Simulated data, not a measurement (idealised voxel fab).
Documented hereafter: the process module known as voxel released beams.
The cross-section shown here is cut; it is 175 nm wide and divided into square cells measuring 5 nm on a side.
A cross-section is written here as square cells arranged in a grid, and it is given in bands from the top down, each band taking up one or more rows of cells.
Band: top height; bottom height; in nm. Then, left to right: material with width in nm, for each material. "edge to edge": a single material spanning edge to edge. "empty": empty space.
Heights are measured from 0, the level below which the as-received wafer is all one material; the lowest band has no bottom and continues downward, written as in "0 and below".
Top row gets the first number, bottom row gets the second, and each row in between changes by the same step: that is how a band width like "30->40" works.
Basically "nothing different" means that step didn't change any cell in the cross-section.
The list in "Catalogued sealed voids" covers empty spaces of 8 cells or more that cannot reach the top through any open way, and it gives each as width x height at distance; the distance is from the left edge, and width, height and distance are in nm.
The remark found on a step's line after its settings is issued by the simulator itself and pertains to that step.
A step line may carry the setting "overlay nm", which, for steps involving a mask, states the distance by which the mask lay to the right of its intended position; negative values denote displacement to the left.
## The process steps that were planned are listed below
1) RECEIVE: material Si
2) CONFORMAL_DEP: material SiN, thk nm 5
3) DIRECTIONAL_DEP: material SiO2, thk nm 15
4) PATTERN: tone open, mask id ANCHOR, material resist, width nm 35, thk nm 15, overlay nm 0
5) DIRECTIONAL_ETCH: etch materials SiO2, depth nm 15
6) STRIP: etch materials resist
7) CONFORMAL_DEP: material W, thk nm 15
8) DIRECTIONAL_DEP: material aC, thk nm 10
9) PATTERN: tone cover, mask id BEAM, material resist, width nm 120, thk nm 25, overlay nm 0
10) DIRECTIONAL_ETCH: etch materials aC, depth nm 10
11) STRIP: etch materials resist
12) DIRECTIONAL_ETCH: etch materials W, depth nm 15
13) STRIP: etch materials aC
14) STRIP: etch materials SiO2
## The cross-section here shows the wafer as received, i.e. in its state after step 1
0 and below | Si edge to edge
Catalogued sealed voids: none
## Post-module cross-section of the first of two wafers (run per plan)
35 down to 20 | empty 25 / W 20 / empty 5 / W 95 / empty 30
20 down to 5 | empty 30 / W 35 / empty 110
5 down to 0 | SiN edge to edge
0 and below | Si edge to edge
Catalogued sealed voids: none
## Presented here is a cross-section of the second of the two wafers as it stood at the end of the module. It was started in the same manner and assigned the same plan as the first wafer; however, one mistake was made in its execution
25 down to 20 | empty 25 / W 20 / empty 5 / W 95 / empty 30
20 down to 10 | empty 25 / W 120 / empty 30
10 down to 5 | empty 30 / W 35 / empty 110
5 down to 0 | SiN edge to edge
0 and below | Si edge to edge
Catalogued sealed voids: none
What broke from the plan during processing? step 3 ran differently from the plan; actual operation with settings: DIRECTIONAL_DEP: material SiO2, thk nm 5
Bottom line after processing is that, in cells, the second wafer is up or down on some materials versus the first: W -12
